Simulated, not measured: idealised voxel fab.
process module | voxel tone inversion
cross-section cut | 260 nm wide | cells 5 nm
A cross-section is a grid of square cells, given in bands from the top down. A band is one or more rows of cells.
Each band's line starts with the height of the band's top and of its bottom, in nm. Then come its materials from left to right, each with its width in nm. One material with "throughout" fills the band from edge to edge. "air" is empty space.
Height 0 is the level under which the wafer as received is all one material. The lowest band goes on downwards, as in "0 down".
A width such as "30 to 40" changes by the same amount from each row of cells to the next, from the band's top row to its bottom row.
"no change" after a step means that no cell of the cross-section changed.
closed voids: empty space of 8 cells or more with no open way to the top, each as width x height at its distance from the left edge, in nm
after a step's settings: what the simulator itself notes on the step
overlay nm, on a step with a mask: how far to the right of its planned place the mask lay; to the left if negative
plan
1 op RECEIVE | material Si
2 op CONFORMAL_DEP | material SiCN | thk nm 5
3 op DIRECTIONAL_DEP | material aC | thk nm 25
4 op PATTERN | tone cover | mask id POSTS | material resist | width nm 15 | pitch nm 45 | thk nm 30 | overlay nm 0
5 op DIRECTIONAL_ETCH | etch materials aC | depth nm 25
6 op STRIP | etch materials resist
7 op FILL_DEP | material SiO2 | thk nm 10
8 op CMP | height nm 30
9 op STRIP | etch materials aC
10 op CONFORMAL_DEP | material TiN | thk nm 5
11 op FILL_DEP | material Ru | thk nm 10
12 op CMP | height nm 30
13 op CONFORMAL_DEP | material SiCN | thk nm 5
as received, after step 1
  0 down: Si throughout
  closed voids: none
first wafer at the end, as planned
  35 to 30: SiCN throughout
  30 to 10: SiO2 75 | TiN 5 | Ru 5 | TiN 5 | SiO2 30 | TiN 5 | Ru 5 | TiN 5 | SiO2 30 | TiN 5 | Ru 5 | TiN 5 | SiO2 80
  10 to 5: SiO2 75 | TiN 15 | SiO2 30 | TiN 15 | SiO2 30 | TiN 15 | SiO2 80
  5 to 0: SiCN throughout
  0 down: Si throughout
  closed voids: none
second wafer at the end: like start, like plan, one mistake
  25 to 20: SiCN throughout
  20 to 10: SiO2 75 | TiN 5 | Ru 5 | TiN 5 | SiO2 30 | TiN 5 | Ru 5 | TiN 5 | SiO2 30 | TiN 5 | Ru 5 | TiN 5 | SiO2 80
  10 to 5: SiO2 75 | TiN 15 | SiO2 30 | TiN 15 | SiO2 30 | TiN 15 | SiO2 80
  5 to 0: SiCN throughout
  0 down: Si throughout
  closed voids: none
what went wrong: step 12 ran as: op CMP | height nm 20
at the end the second wafer has, in cells: 6 fewer of Ru | 86 fewer of SiO2 | 12 fewer of TiN
